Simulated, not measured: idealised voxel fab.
The name of this process module is voxel tone inversion.
Xsec cut, 220 nm wide, square cell size 5 nm.
Think of the cross-section as a grid of square cells. We describe it in bands, top to bottom, and each band covers one or more rows of those cells. Heights first: top, then bottom, in nm. Then materials, left to right, each with a width in nm. "throughout" on a single material: fills the band edge to edge. "empty": empty space. Below 0: as-received wafer, all one material; heights counted from there. Lowest band: no bottom, goes on down, written "0 nm and below". Width "30->40": first value at the band's top row of cells, second value at its bottom row, equal change from row to row. "remained the same" -> step changed no cross-section cell. The list in "Fully closed voids" covers empty spaces of 8 cells or more that cannot reach the top through any open way, and it gives each as width x height at distance; the distance is from the left edge, and width, height and distance are in nm. Formally, on a step line, whatever follows the settings is a remark that the simulator itself makes on the step. A step's line can hold "overlay nm"; with a mask on that step, the setting says how far right of the planned place the mask lay, while a negative setting says it lay to the left.
Listed below are the process steps as planned
1,RECEIVE, material Si
2,CONFORMAL_DEP, material SiN, thk nm 10
3,DIRECTIONAL_DEP, material aC, thk nm 15
4,PATTERN, tone cover, mask id POSTS, material resist, width nm 15, pitch nm 45, thk nm 25, overlay nm 0
5,DIRECTIONAL_ETCH, etch materials aC, depth nm 15
6,STRIP, etch materials resist
7,FILL_DEP, material lowk, thk nm 10
8,CMP, height nm 25
9,STRIP, etch materials aC
Don't read the plan's width nm for step 4 as applying to every wafer: that's the first wafer's value, and the wafers differ in it, though they all start identical.
After step 1, as received: first of several wafers, cross-section
> 0 nm and below: Si throughout
> Fully closed voids: none
First of several wafers: cross-section at the end of the module, after step 9, its last step
> 25 nm to 10 nm: lowk 35 nm, then empty 15 nm, then lowk 30 nm, then empty 15 nm, then lowk 30 nm, then empty 15 nm, then lowk 30 nm, then empty 15 nm, then lowk 35 nm
> 10 nm to 0 nm: SiN throughout
> 0 nm and below: Si throughout
> Fully closed voids: none
A cross-section through the last wafer at the close of the module
> 25 nm to 10 nm: lowk 30 nm, then empty 30 nm, then lowk 15 nm, then empty 30 nm, then lowk 15 nm, then empty 30 nm, then lowk 15 nm, then empty 30 nm, then lowk 25 nm
> 10 nm to 0 nm: SiN throughout
> 0 nm and below: Si throughout
> Fully closed voids: none
Tabulated below, wafer by wafer, are the end-of-module results: for each material, the number of cells gained (+) or lost (-) relative to the as-received state, followed by the closed voids
width nm 15, +88 SiN, +96 lowk, Fully closed voids: none
width nm 20, +88 SiN, +84 lowk, Fully closed voids: none
width nm 25, +88 SiN, +72 lowk, Fully closed voids: none
width nm 30, +88 SiN, +60 lowk, Fully closed voids: none
